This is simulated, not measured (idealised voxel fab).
process module | voxel ribs on slabs
cross-section cut | 220 nm wide | cells 5 nm
A cross-section is a grid of square cells, given in bands from the top down. A band is one or more rows of cells.
Each band's line starts with the height of the band's top and of its bottom, in nm. Then come its materials from left to right, each with its width in nm. One material with "throughout" fills the band from edge to edge. "air" is empty space.
Height 0 is the level under which the wafer as received is all one material. The lowest band goes on downwards, as in "0 down".
A width such as "30 to 40" changes by the same amount from each row of cells to the next, from the band's top row to its bottom row.
"no change" after a step means that no cell of the cross-section changed.
closed voids: empty space of 8 cells or more with no open way to the top, each as width x height at its distance from the left edge, in nm
after a step's settings: what the simulator itself notes on the step
overlay nm, on a step with a mask: how far to the right of its planned place the mask lay; to the left if negative
plan
1 op RECEIVE | material Si
2 op DIRECTIONAL_DEP | material SiO2 | thk nm 20
3 op DIRECTIONAL_DEP | material polySi | thk nm 25
4 op MASKED_ETCH | tone cover | mask id RIB | width nm 20 | etch materials polySi | depth nm 15 | overlay nm 0
5 op PATTERN | tone cover | mask id SLAB | material resist | width nm 50 | thk nm 20 | overlay nm 0
6 op DIRECTIONAL_ETCH | etch materials polySi | depth nm 10
7 op STRIP | etch materials resist
8 op FILL_DEP | material SiO2 | thk nm 20
9 op CMP | height nm 60
10 op DIRECTIONAL_DEP | material W | thk nm 5
11 op PATTERN | tone cover | mask id HEATER | material resist | width nm 30 | thk nm 20 | overlay nm 0
12 op DIRECTIONAL_ETCH | etch materials W | depth nm 5
13 op STRIP | etch materials resist
14 op CONFORMAL_DEP | material SiN | thk nm 5
first wafer, as planned
as received, after step 1
  0 down: Si throughout
  closed voids: none
after step 2
  20 to 0: SiO2 throughout
  below 0: unchanged
after step 3
  45 to 20: polySi throughout
  below 20: unchanged
after step 4
  45 to 30: air 100 | polySi 20 | air 100
  below 30: unchanged
after step 5
  65 to 45: air 85 | resist 50 | air 85
  45 to 30: air 85 | resist 15 | polySi 20 | resist 15 | air 85
  below 30: unchanged
after step 6
  65 to 45: air 85 | resist 50 | air 85
  45 to 30: air 85 | resist 15 | polySi 20 | resist 15 | air 85
  30 to 20: air 85 | polySi 50 | air 85
  below 20: unchanged
after step 7
  45 to 30: air 100 | polySi 20 | air 100
  below 30: unchanged
after step 8
  65 to 45: SiO2 throughout
  45 to 30: SiO2 100 | polySi 20 | SiO2 100
  30 to 20: SiO2 85 | polySi 50 | SiO2 85
  below 20: unchanged
after step 9
  60 to 45: SiO2 throughout
  below 45: unchanged
after step 10
  65 to 60: W throughout
  below 60: unchanged
after step 11
  85 to 65: air 95 | resist 30 | air 95
  below 65: unchanged
after step 12
  85 to 65: air 95 | resist 30 | air 95
  65 to 60: air 95 | W 30 | air 95
  below 60: unchanged
after step 13
  65 to 60: air 95 | W 30 | air 95
  below 60: unchanged
after step 14
  70 to 65: air 90 | SiN 40 | air 90
  65 to 60: SiN 95 | W 30 | SiN 95
  below 60: unchanged
second wafer: like start, like plan, one mistake. Through step 1 it matches the first wafer
when step 2 should have ended
  15 to 0: SiO2 throughout
  below 0: unchanged
when step 3 should have ended
  40 to 15: polySi throughout
  below 15: unchanged
when step 4 should have ended
  40 to 25: air 100 | polySi 20 | air 100
  below 25: unchanged
when step 5 should have ended
  60 to 40: air 85 | resist 50 | air 85
  40 to 25: air 85 | resist 15 | polySi 20 | resist 15 | air 85
  below 25: unchanged
when step 6 should have ended
  60 to 40: air 85 | resist 50 | air 85
  40 to 25: air 85 | resist 15 | polySi 20 | resist 15 | air 85
  25 to 15: air 85 | polySi 50 | air 85
  below 15: unchanged
when step 7 should have ended
  40 to 25: air 100 | polySi 20 | air 100
  below 25: unchanged
when step 8 should have ended
  60 to 40: SiO2 throughout
  40 to 25: SiO2 100 | polySi 20 | SiO2 100
  25 to 15: SiO2 85 | polySi 50 | SiO2 85
  below 15: unchanged
when step 9 should have ended: no change
when step 10 should have ended
  65 to 60: W throughout
  below 60: unchanged
when step 11 should have ended
  85 to 65: air 95 | resist 30 | air 95
  below 65: unchanged
when step 12 should have ended
  85 to 65: air 95 | resist 30 | air 95
  65 to 60: air 95 | W 30 | air 95
  below 60: unchanged
when step 13 should have ended
  65 to 60: air 95 | W 30 | air 95
  below 60: unchanged
when step 14 should have ended
  70 to 65: air 90 | SiN 40 | air 90
  65 to 60: SiN 95 | W 30 | SiN 95
  below 60: unchanged
what went wrong: step 2 ran as: op DIRECTIONAL_DEP | material SiO2 | thk nm 15
at the end the second wafer has, in cells: as many of each material as the first, in other places
